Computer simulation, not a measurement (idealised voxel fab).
Name of the process module below: voxel transistor to metal
Each square cell in cross-section cut measures 5 nm, and the section as a whole is 140 nm wide.
Cross-sections here: square-cell grids, written as top-down lists of bands, a band being one or more rows of cells. A band entry consists of two parts. The first gives the height of the band's top and the height of its bottom, in nm. The rest lists the band's materials from left to right, each with its width in nm. A single material labelled with the word "everywhere" fills the band from edge to edge, and the word "blank" marks empty space. Height reference: 0 = level under which incoming wafer is all one material. Lowest band: no bottom, runs on downward, e.g. "from 0 down". Width "30 to 40": first value at the band's top row of cells, second value at its bottom row, equal change from row to row. What does "no change occurred" mean for a step? It means no cell of the cross-section changed in that step. Entry "Trapped cavities". Content: empty spaces with no open connection to the top, size 8 cells or greater. Each: width x height at distance. Distance: from left edge. Unit: nm. Anything after a step's settings on that line? It's the simulator's own note about the step. overlay nm: mask right of planned place by this much (step with mask). Neg. = left.
Steps planned for the process:
1 RECEIVE,material Si
2 CONFORMAL_DEP,material SiO2,thk nm 5
3 CONFORMAL_DEP,material SiN,thk nm 15
4 PATTERN,tone cover,mask id ACTIVE,material resist,width nm 105,thk nm 20,overlay nm 0
5 DIRECTIONAL_ETCH,etch materials SiN,depth nm 15
6 DIRECTIONAL_ETCH,etch materials SiO2,depth nm 5
7 DIRECTIONAL_ETCH,etch materials Si,depth nm 30
8 STRIP,etch materials resist
9 FILL_DEP,material SiO2,thk nm 5
10 CMP,height nm 20
11 SELECTIVE_ETCH,etch materials SiO2,depth nm 5
12 STRIP,etch materials SiN
13 SELECTIVE_ETCH,etch materials SiO2,depth nm 5
14 OXIDIZE,depth nm 5
15 DIRECTIONAL_DEP,material polySi,thk nm 25
16 DIRECTIONAL_DEP,material SiCN,thk nm 10
17 DIRECTIONAL_DEP,material aC,thk nm 15
18 PATTERN,tone cover,mask id GATE,material resist,width nm 15,thk nm 30,overlay nm 0
19 DIRECTIONAL_ETCH,etch materials aC,depth nm 15
20 STRIP,etch materials resist
21 DIRECTIONAL_ETCH,etch materials SiCN,depth nm 20
22 DIRECTIONAL_ETCH,etch materials polySi,depth nm 35
23 STRIP,etch materials aC
24 CONFORMAL_DEP,material SiN,thk nm 10
25 DIRECTIONAL_ETCH,etch materials SiN,depth nm 10
26 DIRECTIONAL_ETCH,etch materials SiO2,depth nm 5
27 EPI,material pSi,thk nm 5
28 FILL_DEP,material SiO2,thk nm 5
29 CMP,height nm 35
30 DIRECTIONAL_DEP,material SiO2,thk nm 10
31 DIRECTIONAL_DEP,material aC,thk nm 15
32 PATTERN,tone open,mask id CONTACT,material resist,width nm 20,pitch nm 65,thk nm 30,overlay nm 0
33 DIRECTIONAL_ETCH,etch materials aC,depth nm 15
34 STRIP,etch materials resist
35 DIRECTIONAL_ETCH,etch materials SiO2,depth nm 45
36 STRIP,etch materials aC
37 CONFORMAL_DEP,material TiN,thk nm 5
38 FILL_DEP,material W,thk nm 5
39 CMP,height nm 45
40 DIRECTIONAL_DEP,material TiN,thk nm 5
41 DIRECTIONAL_DEP,material W,thk nm 20
42 MASKED_ETCH,tone cover,mask id METAL_1,width nm 20,pitch nm 65,etch materials W,depth nm 20,overlay nm 0
43 MASKED_ETCH,tone cover,mask id METAL_1,width nm 20,pitch nm 65,etch materials TiN,depth nm 5,overlay nm 0
44 CONFORMAL_DEP,material SiCN,thk nm 5
45 FILL_DEP,material SiO2,thk nm 10
46 CMP,height nm 70
47 CONFORMAL_DEP,material SiCN,thk nm 5
Incoming wafer in cross-section (state: after step 1):
	from 0 down | Si everywhere
	Trapped cavities: none
Sectioned view, first of two wafers, at the close of the module, processed as intended in the plan:
	from 75 to 70 | SiCN everywhere
	from 70 to 50 | 20 of SiO2 / 5 of SiCN / 20 of W / 5 of SiCN / 35 of SiO2 / 5 of SiCN / 20 of W / 5 of SiCN / 25 of SiO2
	from 50 to 45 | 25 of SiCN / 20 of TiN / 45 of SiCN / 20 of TiN / 30 of SiCN
	from 45 to 35 | 25 of SiO2 / 5 of TiN / 10 of W / 5 of TiN / 45 of SiO2 / 5 of TiN / 10 of W / 5 of TiN / 30 of SiO2
	from 35 to 25 | 25 of SiO2 / 5 of TiN / 10 of W / 5 of TiN / 5 of SiO2 / 10 of SiN / 15 of SiCN / 10 of SiN / 5 of SiO2 / 5 of TiN / 10 of W / 5 of TiN / 30 of SiO2
	from 25 to 10 | 25 of SiO2 / 5 of TiN / 10 of W / 5 of TiN / 5 of SiO2 / 10 of SiN / 15 of polySi / 10 of SiN / 5 of SiO2 / 5 of TiN / 10 of W / 5 of TiN / 30 of SiO2
	from 10 to 5 | 10 of SiO2 / 10 of SiN / 5 of SiO2 / 5 of TiN / 10 of W / 5 of TiN / 5 of SiO2 / 10 of SiN / 15 of polySi / 10 of SiN / 5 of SiO2 / 5 of TiN / 10 of W / 5 of TiN / 5 of SiO2 / 10 of SiN / 15 of SiO2
	from 5 to 0 | 10 of SiO2 / 10 of SiN / 5 of SiO2 / 20 of TiN / 5 of SiO2 / 10 of SiN / 15 of polySi / 10 of SiN / 5 of SiO2 / 20 of TiN / 5 of SiO2 / 10 of SiN / 15 of SiO2
	from 0 to -5 | 20 of SiO2 / 30 of pSi / 35 of SiO2 / 30 of pSi / 25 of SiO2
	from -5 to -30 | 15 of SiO2 / 105 of Si / 20 of SiO2
	from -30 down | Si everywhere
	Trapped cavities: none
This cross-section belongs to the second wafer of two at the end of the module; the start and the plan were shared with the first, and the run included one mistake:
	from 75 to 70 | SiCN everywhere
	from 70 to 50 | 20 of SiO2 / 5 of SiCN / 20 of W / 5 of SiCN / 35 of SiO2 / 5 of SiCN / 20 of W / 5 of SiCN / 25 of SiO2
	from 50 to 45 | 25 of SiCN / 20 of TiN / 45 of SiCN / 20 of TiN / 30 of SiCN
	from 45 to 40 | 30 of TiN / 10 of W / 55 of TiN / 10 of W / 35 of TiN
	from 40 to 30 | 25 of SiO2 / 5 of TiN / 10 of W / 5 of TiN / 45 of SiO2 / 5 of TiN / 10 of W / 5 of TiN / 30 of SiO2
	from 30 to 25 | 25 of SiO2 / 5 of TiN / 10 of W / 5 of TiN / 5 of SiO2 / 10 of SiN / 15 of SiCN / 10 of SiN / 5 of SiO2 / 5 of TiN / 10 of W / 5 of TiN / 30 of SiO2
	from 25 to 10 | 25 of SiO2 / 5 of TiN / 10 of W / 5 of TiN / 5 of SiO2 / 10 of SiN / 15 of polySi / 10 of SiN / 5 of SiO2 / 5 of TiN / 10 of W / 5 of TiN / 30 of SiO2
	from 10 to 5 | 10 of SiO2 / 10 of SiN / 5 of SiO2 / 5 of TiN / 10 of W / 5 of TiN / 5 of SiO2 / 10 of SiN / 15 of polySi / 10 of SiN / 5 of SiO2 / 5 of TiN / 10 of W / 5 of TiN / 5 of SiO2 / 10 of SiN / 15 of SiO2
	from 5 to 0 | 10 of SiO2 / 10 of SiN / 5 of SiO2 / 20 of TiN / 5 of SiO2 / 10 of SiN / 15 of polySi / 10 of SiN / 5 of SiO2 / 20 of TiN / 5 of SiO2 / 10 of SiN / 15 of SiO2
	from 0 to -5 | 20 of SiO2 / 30 of pSi / 35 of SiO2 / 30 of pSi / 25 of SiO2
	from -5 to -30 | 15 of SiO2 / 105 of Si / 20 of SiO2
	from -30 down | Si everywhere
	Trapped cavities: none
Deviation noted in wafer processing: step 29 changed vs plan, executed as CMP,height nm 30
Final difference in cells, second wafer against first, listed per material as more or fewer: SiCN -3; SiN -4; SiO2 -13; TiN +20
